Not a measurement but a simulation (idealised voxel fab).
The name of this process module is voxel ribs on slabs.
Section shown: cut. Width: 185 nm. Cell size: 5 nm, square.
Each cross-section below is a grid of square cells, stated as bands in top-down order, with one or more rows of cells making up each band. Band: top height; bottom height; in nm. Then, left to right: material with width in nm, for each material. "edge to edge": a single material spanning edge to edge. "blank": empty space. Note: height 0 marks the level under which the wafer is uniformly one material as received. Lowest band unbounded below, written "0 and below". Note: "30 to 40" means the width goes from the first number (top row of the band) to the second number (bottom row) in equal steps per row of cells. Step note "no change occurred" = no cross-section cell changed. If an empty space has no open way to the top and is at least 8 cells in size, "Enclosed internal voids" lists it, written width x height at distance, where distance is measured from the left edge and every value is in nm. It should be noted that, on the line of a given step, the content following the step's settings is a remark produced by the simulator itself with respect to that step. Steps that use a mask can have "overlay nm" on their line. It says how far the mask sat to the right of where it was meant to be. Negative means to the left.

This section lists the process steps that were planned:
1) op RECEIVE | material Si
2) op DIRECTIONAL_DEP | material SiO2 | thk nm 30
3) op DIRECTIONAL_DEP | material polySi | thk nm 20
4) op PATTERN | tone cover | mask id RIB | material resist | width nm 25 | thk nm 20 | overlay nm 0
5) op DIRECTIONAL_ETCH | etch materials polySi | depth nm 15
6) op STRIP | etch materials resist
7) op PATTERN | tone cover | mask id SLAB | material resist | width nm 65 | thk nm 20 | overlay nm 0
8) op DIRECTIONAL_ETCH | etch materials polySi | depth nm 5
9) op STRIP | etch materials resist
10) op FILL_DEP | material SiO2 | thk nm 30
11) op CMP | height nm 70
12) op DIRECTIONAL_DEP | material W | thk nm 10
13) op DIRECTIONAL_DEP | material aC | thk nm 10
14) op PATTERN | tone cover | mask id HEATER | material resist | width nm 35 | thk nm 30 | overlay nm 0
15) op DIRECTIONAL_ETCH | etch materials aC | depth nm 10
16) op STRIP | etch materials resist
17) op DIRECTIONAL_ETCH | etch materials W | depth nm 10
18) op STRIP | etch materials aC
19) op CONFORMAL_DEP | material SiN | thk nm 5
Keep in mind the plan's value for the width nm of step 7 comes from the first wafer; the wafers don't share that setting, but they do share the same starting point.

First of several wafers (as received, post step 1), cross-sectional view:
0 and below = Si edge to edge
Enclosed internal voids: none

Quick key for the table: a row per wafer, taken at the end of the module. For each material it tells you how many cells the wafer gained (+) or lost (-) since it came in, and the closed voids come after:
width nm 65, +41 SiN, +490 SiO2, +14 W, +28 polySi, Enclosed internal voids: none
width nm 70, +41 SiN, +489 SiO2, +14 W, +29 polySi, Enclosed internal voids: none
width nm 75, +41 SiN, +488 SiO2, +14 W, +30 polySi, Enclosed internal voids: none
width nm 80, +41 SiN, +487 SiO2, +14 W, +31 polySi, Enclosed internal voids: none
width nm 85, +41 SiN, +486 SiO2, +14 W, +32 polySi, Enclosed internal voids: none
width nm 90, +41 SiN, +485 SiO2, +14 W, +33 polySi, Enclosed internal voids: none
